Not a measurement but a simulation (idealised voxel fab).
This is a process module. Its name is voxel self aligned vias.
This is section cut - it's 290 nm across, gridded in 5 nm square cells.
A cross-section is written here as square cells arranged in a grid, and it is given in bands from the top down, each band taking up one or more rows of cells. The entry gives the band's vertical extent as a top height and a bottom height in nm, then its horizontal make-up as materials from left to right, each with a width in nm. "blank" stands for empty space; a single material marked "everywhere" fills the band edge to edge. Note: height 0 marks the level under which the wafer is uniformly one material as received. Lowest band unbounded below, written "top 0, no bottom". The notation "30..40" denotes a width that varies across the rows of cells in the band, beginning at the first number in the top row, finishing at the second number in the bottom row, and changing by an identical amount from each row to the next. For the purposes of this document, the phrase "changes: none" attached to a step denotes that no cell within the cross-section was modified by that step. The entry titled "Sealed void list" provides the empty spaces that have no open way to the top, restricted to those of 8 cells or more. Each is presented as width x height at distance, the distance being measured from the left edge, with all three in nm. Formally, on a step line, whatever follows the settings is a remark that the simulator itself makes on the step. If you see "overlay nm" on a step's line and that step has a mask, it's telling you how far right of where it was planned the mask ended up; a negative number means it went left instead.

The steps planned for the process are as follows:
1 RECEIVE,material Si
2 CONFORMAL_DEP,material SiO2,thk nm 15
3 CONFORMAL_DEP,material SiCN,thk nm 5
4 DIRECTIONAL_DEP,material SiO2,thk nm 30
5 PATTERN,tone open,mask id LINES,material resist,width nm 30,pitch nm 60,thk nm 20,overlay nm 0
6 DIRECTIONAL_ETCH,etch materials SiO2,depth nm 30
7 STRIP,etch materials resist
8 CONFORMAL_DEP,material TiN,thk nm 5
9 FILL_DEP,material Ru,thk nm 5
10 CMP,height nm 50
11 SELECTIVE_ETCH,etch materials W Ru TiN,depth nm 10
12 FILL_DEP,material SiN,thk nm 10
13 CMP,height nm 50
14 DIRECTIONAL_DEP,material SiO2,thk nm 20
15 PATTERN,tone open,mask id VIAS,material resist,width nm 40,pitch nm 60,thk nm 20,overlay nm 0
16 DIRECTIONAL_ETCH,etch materials SiO2,depth nm 20
17 DIRECTIONAL_ETCH,etch materials SiN,depth nm 10
18 STRIP,etch materials resist
19 CONFORMAL_DEP,material TiN,thk nm 5
20 FILL_DEP,material Ru,thk nm 5
21 CMP,height nm 70
22 CONFORMAL_DEP,material SiN,thk nm 5

So this is the incoming wafer in cross-section - it's already been through step 1:
- top 0, no bottom = Si everywhere
- Sealed void list: none

One mistake in running the module, otherwise start and plan as above: cross-section at the end:
- top 75, bottom 70 = SiN everywhere
- top 70, bottom 55 = 95 nm SiO2, 5 nm TiN, 30 nm Ru, 5 nm TiN, 20 nm SiO2, 5 nm TiN, 30 nm Ru, 5 nm TiN, 95 nm SiO2
- top 55, bottom 45 = 95..100 nm SiO2, 10..5 nm TiN, 20 nm Ru, 10..5 nm TiN, 20..30 nm SiO2, 10..5 nm TiN, 20 nm Ru, 10..5 nm TiN, 95..100 nm SiO2
- top 45, bottom 40 = 100 nm SiO2, 30 nm TiN, 30 nm SiO2, 30 nm TiN, 100 nm SiO2
- top 40, bottom 25 = 100 nm SiO2, 5 nm TiN, 20 nm Ru, 5 nm TiN, 30 nm SiO2, 5 nm TiN, 20 nm Ru, 5 nm TiN, 100 nm SiO2
- top 25, bottom 20 = 100 nm SiO2, 30 nm TiN, 30 nm SiO2, 30 nm TiN, 100 nm SiO2
- top 20, bottom 5 = SiO2 everywhere
- top 5, bottom 0 = SiCN everywhere
- top 0, no bottom = Si everywhere
- Sealed void list: none
Where did the run depart from the plan? the processing plan was not followed for steps 2 and 3, which were run with their positions exchanged
